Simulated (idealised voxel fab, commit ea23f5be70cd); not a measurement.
The process module presented herein is designated voxel ribs on slabs.
Displayed cross-section: cut, width of 175 nm, square cells sized 5 nm.
A cross-section in this document is a grid of square cells, and it is written down as bands, the top band listed before the ones below it; a band is made up of one or more rows of cells. In this notation a band is specified by the heights of its top and bottom, in that order and in nm, after which its materials appear from left to right, each paired with its width in nm. The word "full width" attached to a single material means that material fills the band from edge to edge; the word "blank" stands for empty space. Ref level 0: as-received wafer is one material below here. Bottom band extends down with no lower bound ("from 0 down"). Read "30..40" as a graded width: first number on top, second number at the bottom, same change between each pair of neighbouring rows. The designation "no alterations made", where it is given for a processing step, indicates that no cell of the cross-section was altered in the course of that step. Look at "Closed empty spaces" for the closed voids: empty spaces with no open path to the top, sized 8 cells or up. Each is width x height at distance, distance from the left edge, all nm. On a step's line, text after the settings is the simulator commenting on that step. overlay nm: right-of-plan distance of the mask on a masked step; negative values mean left-of-plan.
Listed below are the process steps as planned:
1. RECEIVE, material Si
2. DIRECTIONAL_DEP, material SiO2, thk nm 30
3. DIRECTIONAL_DEP, material polySi, thk nm 25
4. MASKED_ETCH, tone cover, mask id RIB, width nm 25, etch materials polySi, depth nm 15, overlay nm 0
5. MASKED_ETCH, tone cover, mask id SLAB, width nm 65, etch materials polySi, depth nm 10, overlay nm 0
6. FILL_DEP, material SiO2, thk nm 25
7. CMP, height nm 70
8. DIRECTIONAL_DEP, material W, thk nm 5
9. MASKED_ETCH, tone cover, mask id HEATER, width nm 35, etch materials W, depth nm 5, overlay nm 0
10. CONFORMAL_DEP, material SiN, thk nm 5
Incoming wafer, cross-sectional view, post step 1:
> from 0 down: Si full width
> Closed empty spaces: none
Wafer cross-section at module end: first of two, run to plan:
> from 80 to 75: blank: 65, then SiN: 45, then blank: 65
> from 75 to 70: SiN: 70, then W: 35, then SiN: 70
> from 70 to 55: SiO2 full width
> from 55 to 40: SiO2: 75, then polySi: 25, then SiO2: 75
> from 40 to 30: SiO2: 55, then polySi: 65, then SiO2: 55
> from 30 to 0: SiO2 full width
> from 0 down: Si full width
> Closed empty spaces: none
Presented here is a cross-section of the second of the two wafers as it stood at the end of the module. It was started in the same manner and assigned the same plan as the first wafer; however, one mistake was made in its execution:
> from 80 to 75: blank: 65, then SiN: 45, then blank: 65
> from 75 to 70: SiN: 70, then W: 35, then SiN: 70
> from 70 to 55: SiO2 full width
> from 55 to 40: SiO2: 70, then polySi: 35, then SiO2: 70
> from 40 to 30: SiO2: 55, then polySi: 65, then SiO2: 55
> from 30 to 0: SiO2 full width
> from 0 down: Si full width
> Closed empty spaces: none
Run error: note that step 4 departed from the planned setting and was carried out as MASKED_ETCH, tone cover, mask id RIB, width nm 35, etch materials polySi, depth nm 15, overlay nm 0
Counted in cells at the end, the second wafer holds more or fewer of these materials than the first: 6 fewer of SiO2, 6 more of polySi
